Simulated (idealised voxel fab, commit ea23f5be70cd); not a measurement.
The process module that follows is named voxel self aligned contacts.
For reference, the cross-section in this document is cut, with width 285 nm and square cells of 5 nm.
Cross-section spec: square-cell grid; bands listed top down; each band is one or more rows. The band entry comprises the height of the band's top followed by the height of its bottom, expressed in nm, and subsequently the band's materials from left to right, each stated together with its width in nm. Where a single material is marked with the word "everywhere", that material fills the band from edge to edge. The word "air" represents empty space. Heights are expressed relative to 0, this being the level below which the as-received wafer comprises one material exclusively. The lowest band is unbounded in the downward direction and is denoted as in "0 -> down". So if you see something like "30 to 40" for the width, read it as the top row of the band sitting at the first number and the bottom row at the second, with every row in between moving by the same amount as the last. Reading "same as before" for a step: not a cell of the cross-section changed in it. Voids not open to the top, 8 cells minimum: see "Enclosed empty spaces". Written width x height at distance; distance is from the left edge; nm. Formally, on a step line, whatever follows the settings is a remark that the simulator itself makes on the step. The setting "overlay nm" may be written on the line of a step. When the step uses a mask, the value reports how far to the right of the planned place the mask lay, and a negative value reports that it lay to the left.

## Process steps foreseen in the plan
| 1 | RECEIVE: material Si |
| 2 | OXIDIZE: depth nm 5 |
| 3 | DIRECTIONAL_DEP: material polySi, thk nm 30 |
| 4 | DIRECTIONAL_DEP: material SiN, thk nm 25 |
| 5 | PATTERN: tone cover, mask id GATE, material resist, width nm 35, pitch nm 75, thk nm 20, overlay nm 0 |
| 6 | DIRECTIONAL_ETCH: etch materials SiN, depth nm 25 |
| 7 | DIRECTIONAL_ETCH: etch materials polySi, depth nm 30 |
| 8 | STRIP: etch materials resist |
| 9 | CONFORMAL_DEP: material SiN, thk nm 10 |
| 10 | DIRECTIONAL_ETCH: etch materials SiN, depth nm 10 |
| 11 | FILL_DEP: material SiO2, thk nm 20 |
| 12 | CMP: height nm 65 |
| 13 | PATTERN: tone open, mask id CONTACT, material resist, width nm 50, pitch nm 75, thk nm 15, overlay nm 0 |
| 14 | DIRECTIONAL_ETCH: etch materials SiO2, depth nm 70 |
| 15 | STRIP: etch materials resist |
| 16 | CONFORMAL_DEP: material TiN, thk nm 5 |
| 17 | FILL_DEP: material W, thk nm 10 |
| 18 | CMP: height nm 65 |
| 19 | CONFORMAL_DEP: material SiN, thk nm 5 |

## Cross-sectional view of the wafer in its as-received condition, corresponding to the state after step 1
> 0 -> down: Si everywhere
> Enclosed empty spaces: none

## The module was run from the start shown above using the plan shown above, but one mistake was made doing it; the resulting wafer cross-section is below
> 70 -> 65: SiN everywhere
> 65 -> 60: 80 nm SiO2; 50 nm TiN; 25 nm SiO2; 50 nm TiN; 80 nm SiO2
> 60 -> 30: 35 nm SiO2; 65 nm SiN; 10 nm TiN; 65 nm SiN; 10 nm TiN; 65 nm SiN; 35 nm SiO2
> 30 -> 5: 35 nm SiO2; 15 nm SiN; 35 nm polySi; 15 nm SiN; 10 nm TiN; 15 nm SiN; 35 nm polySi; 15 nm SiN; 10 nm TiN; 15 nm SiN; 35 nm polySi; 15 nm SiN; 35 nm SiO2
> 5 -> 0: 50 nm SiN; 35 nm polySi; 40 nm SiN; 35 nm polySi; 40 nm SiN; 35 nm polySi; 50 nm SiN
> 0 -> -5: SiO2 everywhere
> -5 -> down: Si everywhere
> Enclosed empty spaces: none
Here's what went sideways: step 9 did not happen as planned, as run it was CONFORMAL_DEP: material SiN, thk nm 15
